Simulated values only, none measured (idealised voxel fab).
voxel released beams: a process module
FYI the section here is cut, 260 nm wide, cells are 5 nm squares.
Each cross-section below is a grid of square cells, stated as bands in top-down order, with one or more rows of cells making up each band.
This entry defines a band. It first specifies the height of the band's top and the height of its bottom in nm, and then specifies the band's materials from left to right, stating each material with its width in nm. The word "full width" identifies a single material that fills the band from edge to edge, while the word "empty" identifies empty space.
Height 0 is the level under which the wafer as received is all one material. The lowest band goes on downwards, as in "0 and below".
A width such as "30->40" changes by the same amount from each row of cells to the next, from the band's top row to its bottom row.
"no modification", as given for a step, is the statement that not any cell of the cross-section underwent a change during that step.
"Closed-off voids" contains a list of empty spaces, each no smaller than 8 cells and without an open way to the top, written in the form width x height at distance with the distance from the left edge and all three in nm.
The remark found on a step's line after its settings is issued by the simulator itself and pertains to that step.
"overlay nm" denotes, for a step that has a mask, the displacement of the mask to the right of its planned place, with negative values corresponding to the left.
-- plan
1) RECEIVE: material Si
2) CONFORMAL_DEP: material SiN, thk nm 5
3) DIRECTIONAL_DEP: material SiO2, thk nm 20
4) DIRECTIONAL_DEP: material aC, thk nm 15
5) PATTERN: tone open, mask id ANCHOR, material resist, width nm 25, thk nm 35, overlay nm 0
6) DIRECTIONAL_ETCH: etch materials aC, depth nm 15
7) STRIP: etch materials resist
8) DIRECTIONAL_ETCH: etch materials SiO2, depth nm 20
9) STRIP: etch materials aC
10) CONFORMAL_DEP: material TiN, thk nm 10
11) MASKED_ETCH: tone cover, mask id BEAM, width nm 100, etch materials TiN, depth nm 10, overlay nm 0
12) STRIP: etch materials SiO2
-- The first of the two wafers, which ran as planned
-- Received-state cross-section, reflecting completion of step 1
  0 and below = Si full width
  Closed-off voids: none
-- Upon completion of step 2, the wafer appears in cross-section as shown
  5 down to 0 = SiN full width
  Below 0, the layers are the same as they were.
-- Upon completion of step 3, the wafer appears in cross-section as shown
  25 down to 5 = SiO2 full width
  Below 5, the layers are the same as they were.
-- Upon completion of step 4, the wafer appears in cross-section as shown
  40 down to 25 = aC full width
  Below 25, the layers are the same as they were.
-- Upon completion of step 5, the wafer appears in cross-section as shown
  75 down to 40 = 80 of resist  25 of empty  155 of resist
  Below 40, the layers are the same as they were.
-- Upon completion of step 6, the wafer appears in cross-section as shown
  60 down to 40 = 80 of resist  25 of empty  155 of resist
  40 down to 25 = 80 of aC  25 of empty  155 of aC
  Below 25, the layers are the same as they were.
-- Upon completion of step 7, the wafer appears in cross-section as shown
  40 down to 25 = 80 of aC  25 of empty  155 of aC
  Below 25, the layers are the same as they were.
-- Upon completion of step 8, the wafer appears in cross-section as shown
  40 down to 25 = 80 of aC  25 of empty  155 of aC
  25 down to 5 = 80 of SiO2  25 of empty  155 of SiO2
  Below 5, the layers are the same as they were.
-- Upon completion of step 9, the wafer appears in cross-section as shown
  25 down to 5 = 80 of SiO2  25 of empty  155 of SiO2
  Below 5, the layers are the same as they were.
-- Upon completion of step 10, the wafer appears in cross-section as shown
  35 down to 25 = 90 of TiN  5 of empty  165 of TiN
  25 down to 15 = 80 of SiO2  10 of TiN  5 of empty  10 of TiN  155 of SiO2
  15 down to 5 = 80 of SiO2  25 of TiN  155 of SiO2
  Below 5, the layers are the same as they were.
-- Upon completion of step 11, the wafer appears in cross-section as shown
  35 down to 25 = 75 of empty  15 of TiN  5 of empty  80 of TiN  85 of empty
  Below 25, the layers are the same as they were.
-- Upon completion of step 12, the wafer appears in cross-section as shown
  35 down to 25 = 75 of empty  15 of TiN  5 of empty  80 of TiN  85 of empty
  25 down to 15 = 80 of empty  10 of TiN  5 of empty  10 of TiN  155 of empty
  15 down to 5 = 80 of empty  25 of TiN  155 of empty
  Below 5, the layers are the same as they were.
-- What follows concerns the second wafer, which started out like the first and was meant to follow the very same plan; one mistake crept in when it was run, but everything up to and including step 10 is the same as for the first wafer
-- Second wafer, cut view, end of step 11 per plan
  35 down to 25 = 80 of empty  10 of TiN  5 of empty  75 of TiN  90 of empty
  Below 25, the layers are the same as they were.
-- Second wafer, cut view, end of step 12 per plan
  35 down to 25 = 80 of empty  10 of TiN  5 of empty  75 of TiN  90 of empty
  25 down to 15 = 80 of empty  10 of TiN  5 of empty  10 of TiN  155 of empty
  15 down to 5 = 80 of empty  25 of TiN  155 of empty
  Below 5, the layers are the same as they were.
Here's what went sideways: for step 11, the planned setting was not used; the step was instead run as MASKED_ETCH: tone cover, mask id BEAM, width nm 90, etch materials TiN, depth nm 10, overlay nm 0
Materials where the second wafer ends with more or fewer cells than the first: TiN -4
